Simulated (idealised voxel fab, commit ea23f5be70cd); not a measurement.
Process module, titled voxel self aligned contacts
It is cross-section cut that appears here, measuring 290 nm in width, its square cells being 5 nm in size.
The cross-sections in this document take the form of a grid made of square cells. They are written out as bands, in order from top to bottom. Each band consists of one or more rows of cells.
For a band, the entry starts with two heights in nm, that of the top and then that of the bottom, and carries on with the band's materials in order from left to right, each alongside its width in nm; the word "throughout" beside a single material means it fills the band edge to edge, and "blank" means empty space.
Basically, 0 is our baseline, since under it the wafer straight out of the box is all one material. The bottom band has no lower end and keeps on going down, so it looks like "0 and below".
Width: "30 to 40" (first number = top row, second number = bottom row, same change from row to row of cells).
Key: "remains unaltered" - step with no changed cell in the cross-section.
Any empty space of 8 cells or more lacking an open way to the top shows up in "Entrapped void list" as width x height at distance, distance from the left edge, in nm.
It should be noted that, on the line of a given step, the content following the step's settings is a remark produced by the simulator itself with respect to that step.
overlay nm: right-of-plan distance of the mask on a masked step; negative values mean left-of-plan.

### Planned process steps
1 RECEIVE with material Si
2 CONFORMAL_DEP with material SiO2, thk nm 5
3 DIRECTIONAL_DEP with material polySi, thk nm 30
4 DIRECTIONAL_DEP with material SiN, thk nm 20
5 MASKED_ETCH with tone cover, mask id GATE, width nm 25, pitch nm 60, etch materials SiN, depth nm 20, overlay nm 0
6 MASKED_ETCH with tone cover, mask id GATE, width nm 25, pitch nm 60, etch materials polySi, depth nm 30, overlay nm 0
7 CONFORMAL_DEP with material SiN, thk nm 10
8 DIRECTIONAL_ETCH with etch materials SiN, depth nm 10
9 FILL_DEP with material SiO2, thk nm 10
10 CMP with height nm 60
11 DIRECTIONAL_DEP with material aC, thk nm 15
12 PATTERN with tone open, mask id CONTACT, material resist, width nm 45, thk nm 35, overlay nm 0
13 DIRECTIONAL_ETCH with etch materials aC, depth nm 15
14 STRIP with etch materials resist
15 DIRECTIONAL_ETCH with etch materials SiO2, depth nm 60
16 STRIP with etch materials aC
17 CONFORMAL_DEP with material TiN, thk nm 5
18 FILL_DEP with material W, thk nm 5
19 CMP with height nm 60
20 CONFORMAL_DEP with material SiN, thk nm 5

### The first wafer of two, processed as planned

### Cross-sectional view of the wafer in its as-received condition, corresponding to the state after step 1
> 0 and below | Si throughout
> Entrapped void list: none

### Once step 2 is through, the wafer looks like this in cross-section
> 5 down to 0 | SiO2 throughout
> At heights below 0, the structure remains unaltered.

### Once step 3 is through, the wafer looks like this in cross-section
> 35 down to 5 | polySi throughout
> At heights below 5, the structure remains unaltered.

### Once step 4 is through, the wafer looks like this in cross-section
> 55 down to 35 | SiN throughout
> At heights below 35, the structure remains unaltered.

### Once step 5 is through, the wafer looks like this in cross-section
> 55 down to 35 | 100 nm blank, then 25 nm SiN, then 35 nm blank, then 25 nm SiN, then 105 nm blank
> At heights below 35, the structure remains unaltered.

### Once step 6 is through, the wafer looks like this in cross-section
> 55 down to 35 | 100 nm blank, then 25 nm SiN, then 35 nm blank, then 25 nm SiN, then 105 nm blank
> 35 down to 5 | 100 nm blank, then 25 nm polySi, then 35 nm blank, then 25 nm polySi, then 105 nm blank
> At heights below 5, the structure remains unaltered.

### Once step 7 is through, the wafer looks like this in cross-section
> 65 down to 35 | 90 nm blank, then 45 nm SiN, then 15 nm blank, then 45 nm SiN, then 95 nm blank
> 35 down to 15 | 90 nm blank, then 10 nm SiN, then 25 nm polySi, then 10 nm SiN, then 15 nm blank, then 10 nm SiN, then 25 nm polySi, then 10 nm SiN, then 95 nm blank
> 15 down to 5 | 100 nm SiN, then 25 nm polySi, then 35 nm SiN, then 25 nm polySi, then 105 nm SiN
> At heights below 5, the structure remains unaltered.

### Once step 8 is through, the wafer looks like this in cross-section
> 55 down to 35 | 90 nm blank, then 45 nm SiN, then 15 nm blank, then 45 nm SiN, then 95 nm blank
> 35 down to 5 | 90 nm blank, then 10 nm SiN, then 25 nm polySi, then 10 nm SiN, then 15 nm blank, then 10 nm SiN, then 25 nm polySi, then 10 nm SiN, then 95 nm blank
> At heights below 5, the structure remains unaltered.

### Once step 9 is through, the wafer looks like this in cross-section
> 65 down to 55 | SiO2 throughout
> 55 down to 35 | 90 nm SiO2, then 45 nm SiN, then 15 nm SiO2, then 45 nm SiN, then 95 nm SiO2
> 35 down to 5 | 90 nm SiO2, then 10 nm SiN, then 25 nm polySi, then 10 nm SiN, then 15 nm SiO2, then 10 nm SiN, then 25 nm polySi, then 10 nm SiN, then 95 nm SiO2
> At heights below 5, the structure remains unaltered.

### Once step 10 is through, the wafer looks like this in cross-section
> 60 down to 55 | SiO2 throughout
> At heights below 55, the structure remains unaltered.

### Once step 11 is through, the wafer looks like this in cross-section
> 75 down to 60 | aC throughout
> At heights below 60, the structure remains unaltered.

### Once step 12 is through, the wafer looks like this in cross-section
> 110 down to 75 | 120 nm resist, then 45 nm blank, then 125 nm resist
> At heights below 75, the structure remains unaltered.

### Once step 13 is through, the wafer looks like this in cross-section
> 95 down to 75 | 120 nm resist, then 45 nm blank, then 125 nm resist
> 75 down to 60 | 120 nm aC, then 45 nm blank, then 125 nm aC
> At heights below 60, the structure remains unaltered.

### Once step 14 is through, the wafer looks like this in cross-section
> 75 down to 60 | 120 nm aC, then 45 nm blank, then 125 nm aC
> At heights below 60, the structure remains unaltered.

### Once step 15 is through, the wafer looks like this in cross-section
> 75 down to 60 | 120 nm aC, then 45 nm blank, then 125 nm aC
> 60 down to 55 | 120 nm SiO2, then 45 nm blank, then 125 nm SiO2
> 55 down to 35 | 90 nm SiO2, then 45 nm SiN, then 15 nm blank, then 45 nm SiN, then 95 nm SiO2
> 35 down to 5 | 90 nm SiO2, then 10 nm SiN, then 25 nm polySi, then 10 nm SiN, then 15 nm blank, then 10 nm SiN, then 25 nm polySi, then 10 nm SiN, then 95 nm SiO2
> 5 down to 0 | 135 nm SiO2, then 15 nm blank, then 140 nm SiO2
> At heights below 0, the structure remains unaltered.

### Once step 16 is through, the wafer looks like this in cross-section
> 60 down to 55 | 120 nm SiO2, then 45 nm blank, then 125 nm SiO2
> At heights below 55, the structure remains unaltered.

### Once step 17 is through, the wafer looks like this in cross-section
> 65 down to 60 | 125 nm TiN, then 35 nm blank, then 130 nm TiN
> 60 down to 55 | 120 nm SiO2, then 20 nm TiN, then 5 nm blank, then 20 nm TiN, then 125 nm SiO2
> 55 down to 35 | 90 nm SiO2, then 45 nm SiN, then 5 nm TiN, then 5 nm blank, then 5 nm TiN, then 45 nm SiN, then 95 nm SiO2
> 35 down to 5 | 90 nm SiO2, then 10 nm SiN, then 25 nm polySi, then 10 nm SiN, then 5 nm TiN, then 5 nm blank, then 5 nm TiN, then 10 nm SiN, then 25 nm polySi, then 10 nm SiN, then 95 nm SiO2
> 5 down to 0 | 135 nm SiO2, then 15 nm TiN, then 140 nm SiO2
> At heights below 0, the structure remains unaltered.

### Once step 18 is through, the wafer looks like this in cross-section
> 70 down to 65 | W throughout
> 65 down to 60 | 125 nm TiN, then 35 nm W, then 130 nm TiN
> 60 down to 55 | 120 nm SiO2, then 20 nm TiN, then 5 nm W, then 20 nm TiN, then 125 nm SiO2
> 55 down to 35 | 90 nm SiO2, then 45 nm SiN, then 5 nm TiN, then 5 nm W, then 5 nm TiN, then 45 nm SiN, then 95 nm SiO2
> 35 down to 5 | 90 nm SiO2, then 10 nm SiN, then 25 nm polySi, then 10 nm SiN, then 5 nm TiN, then 5 nm W, then 5 nm TiN, then 10 nm SiN, then 25 nm polySi, then 10 nm SiN, then 95 nm SiO2
> At heights below 5, the structure remains unaltered.

### Once step 19 is through, the wafer looks like this in cross-section
> 60 down to 55 | 120 nm SiO2, then 20 nm TiN, then 5 nm W, then 20 nm TiN, then 125 nm SiO2
> At heights below 55, the structure remains unaltered.

### Once step 20 is through, the wafer looks like this in cross-section
> 65 down to 60 | SiN throughout
> At heights below 60, the structure remains unaltered.

### Notes, second wafer: start = first wafer's, plan = first wafer's, execution had one mistake; history identical to first through step 6

### Second wafer cross-section, taken as of the time the plan sets for step 7 to be done
> 45 down to 35 | 100 nm blank, then 25 nm SiN, then 35 nm blank, then 25 nm SiN, then 105 nm blank
> At heights below 35, the structure remains unaltered.

### Second wafer cross-section, taken as of the time the plan sets for step 8 to be done
> 55 down to 35 | 90 nm blank, then 45 nm SiN, then 15 nm blank, then 45 nm SiN, then 95 nm blank
> 35 down to 15 | 90 nm blank, then 10 nm SiN, then 25 nm polySi, then 10 nm SiN, then 15 nm blank, then 10 nm SiN, then 25 nm polySi, then 10 nm SiN, then 95 nm blank
> 15 down to 5 | 100 nm SiN, then 25 nm polySi, then 35 nm SiN, then 25 nm polySi, then 105 nm SiN
> At heights below 5, the structure remains unaltered.

### Second wafer cross-section, taken as of the time the plan sets for step 9 to be done
> 65 down to 55 | SiO2 throughout
> 55 down to 35 | 90 nm SiO2, then 45 nm SiN, then 15 nm SiO2, then 45 nm SiN, then 95 nm SiO2
> 35 down to 15 | 90 nm SiO2, then 10 nm SiN, then 25 nm polySi, then 10 nm SiN, then 15 nm SiO2, then 10 nm SiN, then 25 nm polySi, then 10 nm SiN, then 95 nm SiO2
> At heights below 15, the structure remains unaltered.

### Second wafer cross-section, taken as of the time the plan sets for step 10 to be done
> 60 down to 55 | SiO2 throughout
> At heights below 55, the structure remains unaltered.

### Second wafer cross-section, taken as of the time the plan sets for step 11 to be done
> 75 down to 60 | aC throughout
> At heights below 60, the structure remains unaltered.

### Second wafer cross-section, taken as of the time the plan sets for step 12 to be done
> 110 down to 75 | 120 nm resist, then 45 nm blank, then 125 nm resist
> At heights below 75, the structure remains unaltered.

### Second wafer cross-section, taken as of the time the plan sets for step 13 to be done
> 95 down to 75 | 120 nm resist, then 45 nm blank, then 125 nm resist
> 75 down to 60 | 120 nm aC, then 45 nm blank, then 125 nm aC
> At heights below 60, the structure remains unaltered.

### Second wafer cross-section, taken as of the time the plan sets for step 14 to be done
> 75 down to 60 | 120 nm aC, then 45 nm blank, then 125 nm aC
> At heights below 60, the structure remains unaltered.

### Second wafer cross-section, taken as of the time the plan sets for step 15 to be done
> 75 down to 60 | 120 nm aC, then 45 nm blank, then 125 nm aC
> 60 down to 55 | 120 nm SiO2, then 45 nm blank, then 125 nm SiO2
> 55 down to 35 | 90 nm SiO2, then 45 nm SiN, then 15 nm blank, then 45 nm SiN, then 95 nm SiO2
> 35 down to 15 | 90 nm SiO2, then 10 nm SiN, then 25 nm polySi, then 10 nm SiN, then 15 nm blank, then 10 nm SiN, then 25 nm polySi, then 10 nm SiN, then 95 nm SiO2
> At heights below 15, the structure remains unaltered.

### Second wafer cross-section, taken as of the time the plan sets for step 16 to be done
> 60 down to 55 | 120 nm SiO2, then 45 nm blank, then 125 nm SiO2
> At heights below 55, the structure remains unaltered.

### Second wafer cross-section, taken as of the time the plan sets for step 17 to be done
> 65 down to 60 | 125 nm TiN, then 35 nm blank, then 130 nm TiN
> 60 down to 55 | 120 nm SiO2, then 20 nm TiN, then 5 nm blank, then 20 nm TiN, then 125 nm SiO2
> 55 down to 35 | 90 nm SiO2, then 45 nm SiN, then 5 nm TiN, then 5 nm blank, then 5 nm TiN, then 45 nm SiN, then 95 nm SiO2
> 35 down to 20 | 90 nm SiO2, then 10 nm SiN, then 25 nm polySi, then 10 nm SiN, then 5 nm TiN, then 5 nm blank, then 5 nm TiN, then 10 nm SiN, then 25 nm polySi, then 10 nm SiN, then 95 nm SiO2
> 20 down to 15 | 90 nm SiO2, then 10 nm SiN, then 25 nm polySi, then 10 nm SiN, then 15 nm TiN, then 10 nm SiN, then 25 nm polySi, then 10 nm SiN, then 95 nm SiO2
> At heights below 15, the structure remains unaltered.

### Second wafer cross-section, taken as of the time the plan sets for step 18 to be done
> 70 down to 65 | W throughout
> 65 down to 60 | 125 nm TiN, then 35 nm W, then 130 nm TiN
> 60 down to 55 | 120 nm SiO2, then 20 nm TiN, then 5 nm W, then 20 nm TiN, then 125 nm SiO2
> 55 down to 35 | 90 nm SiO2, then 45 nm SiN, then 5 nm TiN, then 5 nm W, then 5 nm TiN, then 45 nm SiN, then 95 nm SiO2
> 35 down to 20 | 90 nm SiO2, then 10 nm SiN, then 25 nm polySi, then 10 nm SiN, then 5 nm TiN, then 5 nm W, then 5 nm TiN, then 10 nm SiN, then 25 nm polySi, then 10 nm SiN, then 95 nm SiO2
> At heights below 20, the structure remains unaltered.

### Second wafer cross-section, taken as of the time the plan sets for step 19 to be done
> 60 down to 55 | 120 nm SiO2, then 20 nm TiN, then 5 nm W, then 20 nm TiN, then 125 nm SiO2
> At heights below 55, the structure remains unaltered.

### Second wafer cross-section, taken as of the time the plan sets for step 20 to be done
> 65 down to 60 | SiN throughout
> At heights below 60, the structure remains unaltered.
Nonconformance to the process plan: sequence error: steps 7 and 8 interchanged
The second wafer ends with more or fewer cells of some materials than the first, per final count: 80 more of SiN | 71 fewer of SiO2 | 6 fewer of TiN | 3 fewer of W
